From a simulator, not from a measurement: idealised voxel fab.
process module | voxel ribs on slabs
cross-section cut | 225 nm wide | cells 5 nm
A cross-section is a grid of square cells, given in bands from the top down. A band is one or more rows of cells.
Each band's line starts with the height of the band's top and of its bottom, in nm. Then come its materials from left to right, each with its width in nm. One material with "throughout" fills the band from edge to edge. "air" is empty space.
Height 0 is the level under which the wafer as received is all one material. The lowest band goes on downwards, as in "0 down".
A width such as "30 to 40" changes by the same amount from each row of cells to the next, from the band's top row to its bottom row.
"no change" after a step means that no cell of the cross-section changed.
closed voids: empty space of 8 cells or more with no open way to the top, each as width x height at its distance from the left edge, in nm
after a step's settings: what the simulator itself notes on the step
overlay nm, on a step with a mask: how far to the right of its planned place the mask lay; to the left if negative
plan
1 op RECEIVE | material Si
2 op DIRECTIONAL_DEP | material SiO2 | thk nm 25
3 op DIRECTIONAL_DEP | material polySi | thk nm 20
4 op PATTERN | tone cover | mask id RIB | material resist | width nm 15 | thk nm 20 | overlay nm 0
5 op DIRECTIONAL_ETCH | etch materials polySi | depth nm 15
6 op STRIP | etch materials resist
7 op MASKED_ETCH | tone cover | mask id SLAB | width nm 65 | etch materials polySi | depth nm 5 | overlay nm 0
8 op FILL_DEP | material SiO2 | thk nm 20
9 op CMP | height nm 55
10 op DIRECTIONAL_DEP | material W | thk nm 10
11 op PATTERN | tone cover | mask id HEATER | material resist | width nm 25 | thk nm 15 | overlay nm 0
12 op DIRECTIONAL_ETCH | etch materials W | depth nm 10
13 op STRIP | etch materials resist
14 op CONFORMAL_DEP | material SiN | thk nm 10
first wafer, as planned
as received, after step 1
  0 down: Si throughout
  closed voids: none
after step 2
  25 to 0: SiO2 throughout
  below 0: unchanged
after step 3
  45 to 25: polySi throughout
  below 25: unchanged
after step 4
  65 to 45: air 105 | resist 15 | air 105
  below 45: unchanged
after step 5
  65 to 45: air 105 | resist 15 | air 105
  45 to 30: air 105 | polySi 15 | air 105
  below 30: unchanged
after step 6
  45 to 30: air 105 | polySi 15 | air 105
  below 30: unchanged
after step 7
  45 to 30: air 105 | polySi 15 | air 105
  30 to 25: air 80 | polySi 65 | air 80
  below 25: unchanged
after step 8
  65 to 45: SiO2 throughout
  45 to 30: SiO2 105 | polySi 15 | SiO2 105
  30 to 25: SiO2 80 | polySi 65 | SiO2 80
  below 25: unchanged
after step 9
  55 to 45: SiO2 throughout
  below 45: unchanged
after step 10
  65 to 55: W throughout
  below 55: unchanged
after step 11
  80 to 65: air 100 | resist 25 | air 100
  below 65: unchanged
after step 12
  80 to 65: air 100 | resist 25 | air 100
  65 to 55: air 100 | W 25 | air 100
  below 55: unchanged
after step 13
  65 to 55: air 100 | W 25 | air 100
  below 55: unchanged
after step 14
  75 to 65: air 90 | SiN 45 | air 90
  65 to 55: SiN 100 | W 25 | SiN 100
  below 55: unchanged
second wafer: like start, like plan, one mistake. Through step 10 it matches the first wafer
when step 11 should have ended
  80 to 65: air 105 | resist 15 | air 105
  below 65: unchanged
when step 12 should have ended
  80 to 65: air 105 | resist 15 | air 105
  65 to 55: air 105 | W 15 | air 105
  below 55: unchanged
when step 13 should have ended
  65 to 55: air 105 | W 15 | air 105
  below 55: unchanged
when step 14 should have ended
  75 to 65: air 95 | SiN 35 | air 95
  65 to 55: SiN 105 | W 15 | SiN 105
  below 55: unchanged
what went wrong: step 11 ran as: op PATTERN | tone cover | mask id HEATER | material resist | width nm 15 | thk nm 15 | overlay nm 0
at the end the second wafer has, in cells: 4 fewer of W
